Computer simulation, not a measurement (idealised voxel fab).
process module | voxel transistor to metal
cross-section cut | 170 nm wide | cells 5 nm
A cross-section is a grid of square cells, given in bands from the top down. A band is one or more rows of cells.
Each band's line starts with the height of the band's top and of its bottom, in nm. Then come its materials from left to right, each with its width in nm. One material with "throughout" fills the band from edge to edge. "air" is empty space.
Height 0 is the level under which the wafer as received is all one material. The lowest band goes on downwards, as in "0 down".
A width such as "30 to 40" changes by the same amount from each row of cells to the next, from the band's top row to its bottom row.
"no change" after a step means that no cell of the cross-section changed.
closed voids: empty space of 8 cells or more with no open way to the top, each as width x height at its distance from the left edge, in nm
after a step's settings: what the simulator itself notes on the step
overlay nm, on a step with a mask: how far to the right of its planned place the mask lay; to the left if negative
plan
1 op RECEIVE | material Si
2 op OXIDIZE | depth nm 5
3 op CONFORMAL_DEP | material SiN | thk nm 15
4 op PATTERN | tone cover | mask id ACTIVE | material resist | width nm 110 | thk nm 15 | overlay nm 0
5 op DIRECTIONAL_ETCH | etch materials SiN | depth nm 15
6 op DIRECTIONAL_ETCH | etch materials SiO2 | depth nm 5
7 op DIRECTIONAL_ETCH | etch materials Si | depth nm 25
8 op STRIP | etch materials resist
9 op FILL_DEP | material SiO2 | thk nm 15
10 op CMP | height nm 15
11 op SELECTIVE_ETCH | etch materials SiO2 | depth nm 10
12 op STRIP | etch materials SiN
13 op SELECTIVE_ETCH | etch materials SiO2 | depth nm 5
14 op OXIDIZE | depth nm 5
15 op DIRECTIONAL_DEP | material polySi | thk nm 30
16 op DIRECTIONAL_DEP | material SiCN | thk nm 10
17 op MASKED_ETCH | tone cover | mask id GATE | width nm 20 | etch materials SiCN | depth nm 20 | overlay nm 0
18 op MASKED_ETCH | tone cover | mask id GATE | width nm 20 | etch materials polySi | depth nm 40 | overlay nm 0
19 op CONFORMAL_DEP | material SiO2 | thk nm 5
20 op DIRECTIONAL_ETCH | etch materials SiO2 | depth nm 5
21 op CONFORMAL_DEP | material SiN | thk nm 5
22 op DIRECTIONAL_ETCH | etch materials SiN | depth nm 5
23 op DIRECTIONAL_ETCH | etch materials SiO2 | depth nm 5
24 op DIRECTIONAL_ETCH | etch materials Si | depth nm 15
25 op EPI | material nSi | thk nm 20
26 op FILL_DEP | material SiO2 | thk nm 5
27 op CMP | height nm 35
28 op DIRECTIONAL_DEP | material SiO2 | thk nm 15
29 op PATTERN | tone open | mask id CONTACT | material resist | width nm 30 | pitch nm 60 | thk nm 15 | overlay nm 0
30 op DIRECTIONAL_ETCH | etch materials SiO2 | depth nm 40
31 op STRIP | etch materials resist
32 op CONFORMAL_DEP | material TiN | thk nm 5
33 op FILL_DEP | material W | thk nm 10
34 op CMP | height nm 50
35 op DIRECTIONAL_DEP | material TiN | thk nm 5
36 op DIRECTIONAL_DEP | material W | thk nm 15
37 op PATTERN | tone cover | mask id METAL_1 | material resist | width nm 20 | pitch nm 70 | thk nm 15 | overlay nm 0
38 op DIRECTIONAL_ETCH | etch materials W | depth nm 15
39 op DIRECTIONAL_ETCH | etch materials TiN | depth nm 5
40 op STRIP | etch materials resist
41 op CONFORMAL_DEP | material SiN | thk nm 5
42 op FILL_DEP | material lowk | thk nm 10
43 op CMP | height nm 70
44 op CONFORMAL_DEP | material SiCN | thk nm 5
45 op DIRECTIONAL_DEP | material lowk | thk nm 25
46 op DIRECTIONAL_DEP | material aC | thk nm 10
47 op PATTERN | tone open | mask id METAL_2_HOLES | material resist | width nm 15 | pitch nm 70 | thk nm 25 | overlay nm 0
48 op DIRECTIONAL_ETCH | etch materials aC | depth nm 10
49 op STRIP | etch materials resist
50 op DIRECTIONAL_ETCH | etch materials lowk | depth nm 25
51 op STRIP | etch materials aC
52 op MASKED_ETCH | tone open | mask id METAL_2 | width nm 20 | pitch nm 70 | etch materials lowk | depth nm 15 | overlay nm 0
53 op MASKED_ETCH | tone open | mask id METAL_2 | width nm 20 | pitch nm 70 | etch materials SiCN | depth nm 5 | overlay nm 0
54 op CONFORMAL_DEP | material TiN | thk nm 5
55 op FILL_DEP | material Cu | thk nm 10
56 op CMP | height nm 100
57 op CONFORMAL_DEP | material SiCN | thk nm 5
as received, after step 1
  0 down: Si throughout
  closed voids: none
first wafer at the end, as planned
  105 to 100: SiCN throughout
  100 to 90: lowk 40 | TiN 5 | Cu 10 | TiN 5 | lowk 50 | TiN 5 | Cu 10 | TiN 5 | lowk 40
  90 to 85: lowk 40 | TiN 5 | Cu 5 | TiN 10 | lowk 50 | TiN 5 | Cu 5 | TiN 10 | lowk 40
  85 to 75: lowk 40 | TiN 5 | Cu 5 | TiN 5 | lowk 55 | TiN 5 | Cu 5 | TiN 5 | lowk 45
  75 to 70: SiCN 40 | TiN 15 | SiCN 55 | TiN 15 | SiCN 45
  70 to 55: lowk 35 | SiN 5 | W 20 | SiN 5 | lowk 40 | SiN 5 | W 20 | SiN 5 | lowk 35
  55 to 50: SiN 40 | TiN 20 | SiN 50 | TiN 20 | SiN 40
  50 to 40: SiO2 40 | TiN 5 | W 20 | TiN 5 | SiO2 30 | TiN 5 | W 20 | TiN 5 | SiO2 40
  40 to 35: SiO2 40 | TiN 5 | W 15 | TiN 10 | SiO2 30 | TiN 10 | W 15 | TiN 5 | SiO2 40
  35 to 25: SiO2 40 | TiN 5 | W 15 | TiN 5 | SiN 5 | SiO2 5 | SiCN 20 | SiO2 5 | SiN 5 | TiN 5 | W 15 | TiN 5 | SiO2 40
  25 to 15: SiO2 40 | TiN 5 | W 15 | TiN 5 | SiN 5 | SiO2 5 | polySi 20 | SiO2 5 | SiN 5 | TiN 5 | W 15 | TiN 5 | SiO2 40
  15 to 10: SiO2 40 | TiN 25 | SiN 5 | SiO2 5 | polySi 20 | SiO2 5 | SiN 5 | TiN 25 | SiO2 40
  10 to 0: SiO2 25 | nSi 40 | SiN 5 | SiO2 5 | polySi 20 | SiO2 5 | SiN 5 | nSi 40 | SiO2 25
  0 to -5: SiO2 25 | nSi 5 | SiN 5 | nSi 30 | SiN 5 | SiO2 5 | polySi 20 | SiO2 5 | SiN 5 | nSi 30 | SiN 5 | nSi 5 | SiO2 25
  -5 to -10: SiO2 35 | nSi 30 | SiO2 40 | nSi 30 | SiO2 35
  -10 to -25: SiO2 30 | Si 5 | nSi 30 | Si 40 | nSi 30 | Si 5 | SiO2 30
  -25 to -30: SiO2 30 | Si 110 | SiO2 30
  -30 down: Si throughout
  closed voids: none
second wafer at the end: like start, like plan, one mistake
  105 to 100: SiCN throughout
  100 to 90: lowk 40 | TiN 5 | Cu 10 | TiN 5 | lowk 50 | TiN 5 | Cu 10 | TiN 5 | lowk 40
  90 to 85: lowk 40 | TiN 5 | Cu 5 | TiN 10 | lowk 50 | TiN 5 | Cu 5 | TiN 10 | lowk 40
  85 to 75: lowk 40 | TiN 5 | Cu 5 | TiN 5 | lowk 55 | TiN 5 | Cu 5 | TiN 5 | lowk 45
  75 to 70: SiCN 40 | TiN 15 | SiCN 55 | TiN 15 | SiCN 45
  70 to 55: lowk 35 | SiN 5 | W 20 | SiN 5 | lowk 40 | SiN 5 | W 20 | SiN 5 | lowk 35
  55 to 50: SiN 40 | TiN 20 | SiN 50 | TiN 20 | SiN 40
  50 to 40: SiO2 40 | TiN 5 | W 20 | TiN 5 | SiO2 30 | TiN 5 | W 20 | TiN 5 | SiO2 40
  40 to 35: SiO2 40 | TiN 5 | W 15 | TiN 10 | SiO2 30 | TiN 10 | W 15 | TiN 5 | SiO2 40
  35 to 30: SiO2 40 | TiN 5 | W 15 | TiN 5 | SiN 5 | SiO2 5 | SiCN 20 | SiO2 5 | SiN 5 | TiN 5 | W 15 | TiN 5 | SiO2 40
  30 to 25: SiN 25 | SiO2 5 | SiN 5 | SiO2 5 | TiN 25 | SiN 5 | SiO2 5 | SiCN 20 | SiO2 5 | SiN 5 | TiN 25 | SiO2 5 | SiN 5 | SiO2 5 | SiN 25
  25 to 0: SiN throughout
  0 to -5: SiO2 25 | SiN 120 | SiO2 25
  -5 to -10: SiO2 throughout
  -10 to -30: SiO2 30 | Si 110 | SiO2 30
  -30 down: Si throughout
  closed voids: none
what went wrong: step 15 ran as: op DIRECTIONAL_DEP | material SiN | thk nm 30
at the end the second wafer has, in cells: 36 more of Si | 192 more of SiN | 80 fewer of SiO2 | 12 fewer of TiN | 18 fewer of W | 94 fewer of nSi | 24 fewer of polySi
